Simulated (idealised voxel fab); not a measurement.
voxel self aligned vias: a process module
300 nm wide, 5 nm square cells: that's cross-section cut.
Reading order for cross-sections: top band down to bottom band. Underlying form: a grid of square cells. Band size: one or more rows of cells.
Top height, bottom height, nm. Materials left to right, width each, nm. Single material + "everywhere" = fills band edge to edge. "empty" = empty.
Below 0: as-received wafer, all one material; heights counted from there. Lowest band: no bottom, goes on down, written "0 down".
The two numbers in a width such as "30 to 40" mark its ends across the band: the first belongs to the top row of cells, the second to the bottom row, and from each row to the next the width moves by the same amount.
Where the words "no modification" appear for a step, the cross-section shows no cell changed by that step; every cell remained as before.
Look at "Non-vented voids" for the closed voids: empty spaces with no open path to the top, sized 8 cells or up. Each is width x height at distance, distance from the left edge, all nm.
It should be noted that, on the line of a given step, the content following the step's settings is a remark produced by the simulator itself with respect to that step.
overlay nm: right-of-plan distance of the mask on a masked step; negative values mean left-of-plan.

**Intended process steps**
- 1: RECEIVE,material Si
- 2: CONFORMAL_DEP,material SiO2,thk nm 10
- 3: CONFORMAL_DEP,material SiCN,thk nm 5
- 4: DIRECTIONAL_DEP,material SiO2,thk nm 30
- 5: DIRECTIONAL_DEP,material aC,thk nm 15
- 6: PATTERN,tone open,mask id LINES,material resist,width nm 20,pitch nm 55,thk nm 30,overlay nm 0
- 7: DIRECTIONAL_ETCH,etch materials aC,depth nm 15
- 8: STRIP,etch materials resist
- 9: DIRECTIONAL_ETCH,etch materials SiO2,depth nm 30
- 10: STRIP,etch materials aC
- 11: CONFORMAL_DEP,material TiN,thk nm 5
- 12: FILL_DEP,material Ru,thk nm 10
- 13: CMP,height nm 45
- 14: SELECTIVE_ETCH,etch materials W Ru TiN,depth nm 5
- 15: FILL_DEP,material SiN,thk nm 5
- 16: CMP,height nm 45
- 17: DIRECTIONAL_DEP,material SiO2,thk nm 15
- 18: MASKED_ETCH,tone open,mask id VIAS,width nm 30,pitch nm 55,etch materials SiO2,depth nm 15,overlay nm 0
- 19: MASKED_ETCH,tone open,mask id VIAS,width nm 30,pitch nm 55,etch materials SiN,depth nm 5,overlay nm 0
- 20: CONFORMAL_DEP,material TiN,thk nm 5
- 21: FILL_DEP,material Cu,thk nm 5
- 22: CMP,height nm 60
- 23: CONFORMAL_DEP,material SiCN,thk nm 5

**Delivered wafer in cross-section: state after step 1**
- 0 down | Si everywhere
- Non-vented voids: none

**This is how the wafer looks in cross-section once the module is done, given the starting state and plan above and one mistake in carrying the plan out**
- 65 to 60 | SiCN everywhere
- 60 to 50 | 80 of SiO2 | 5 of TiN | 20 of Cu | 5 of TiN | 25 of SiO2 | 5 of TiN | 20 of Cu | 5 of TiN | 25 of SiO2 | 5 of TiN | 20 of Cu | 5 of TiN | 80 of SiO2
- 50 to 45 | 80 of SiO2 | 30 of TiN | 25 of SiO2 | 30 of TiN | 25 of SiO2 | 30 of TiN | 80 of SiO2
- 45 to 40 | 80 of SiN | 5 of TiN | 20 of SiO2 | 5 of TiN | 25 of SiN | 5 of TiN | 20 of SiO2 | 5 of TiN | 25 of SiN | 5 of TiN | 20 of SiO2 | 5 of TiN | 80 of SiN
- 40 to 20 | 80 of Ru | 5 of TiN | 20 of SiO2 | 5 of TiN | 25 of Ru | 5 of TiN | 20 of SiO2 | 5 of TiN | 25 of Ru | 5 of TiN | 20 of SiO2 | 5 of TiN | 80 of Ru
- 20 to 15 | 85 of TiN | 20 of SiO2 | 35 of TiN | 20 of SiO2 | 35 of TiN | 20 of SiO2 | 85 of TiN
- 15 to 10 | SiCN everywhere
- 10 to 0 | SiO2 everywhere
- 0 down | Si everywhere
- Non-vented voids: none
Diagnosis: heads up, step 6 didn't go per plan, it actually ran as PATTERN,tone cover,mask id LINES,material resist,width nm 20,pitch nm 55,thk nm 30,overlay nm 0
